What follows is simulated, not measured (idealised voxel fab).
process module | voxel tone inversion
cross-section cut | 160 nm wide | cells 5 nm
A cross-section is a grid of square cells, given in bands from the top down. A band is one or more rows of cells.
Each band's line starts with the height of the band's top and of its bottom, in nm. Then come its materials from left to right, each with its width in nm. One material with "throughout" fills the band from edge to edge. "air" is empty space.
Height 0 is the level under which the wafer as received is all one material. The lowest band goes on downwards, as in "0 down".
A width such as "30 to 40" changes by the same amount from each row of cells to the next, from the band's top row to its bottom row.
"no change" after a step means that no cell of the cross-section changed.
closed voids: empty space of 8 cells or more with no open way to the top, each as width x height at its distance from the left edge, in nm
after a step's settings: what the simulator itself notes on the step
overlay nm, on a step with a mask: how far to the right of its planned place the mask lay; to the left if negative
plan
1 op RECEIVE | material Si
2 op CONFORMAL_DEP | material SiCN | thk nm 5
3 op DIRECTIONAL_DEP | material aC | thk nm 15
4 op PATTERN | tone cover | mask id POSTS | material resist | width nm 20 | pitch nm 35 | thk nm 25 | overlay nm 0
5 op DIRECTIONAL_ETCH | etch materials aC | depth nm 15
6 op STRIP | etch materials resist
7 op FILL_DEP | material SiO2 | thk nm 10
8 op CMP | height nm 20
9 op STRIP | etch materials aC
as received, after step 1
  0 down: Si throughout
  closed voids: none
first wafer at the end, as planned
  20 to 5: SiO2 15 | air 20 | SiO2 15 | air 20 | SiO2 15 | air 20 | SiO2 15 | air 20 | SiO2 20
  5 to 0: SiCN throughout
  0 down: Si throughout
  closed voids: none
second wafer at the end: like start, like plan, one mistake
  20 to 5: SiO2 20 | air 20 | SiO2 15 | air 20 | SiO2 15 | air 20 | SiO2 15 | air 20 | SiO2 15
  5 to 0: SiCN throughout
  0 down: Si throughout
  closed voids: none
what went wrong: step 4 ran as: op PATTERN | tone cover | mask id POSTS | material resist | width nm 20 | pitch nm 35 | thk nm 25 | overlay nm 5
at the end the second wafer has, in cells: as many of each material as the first, in other places
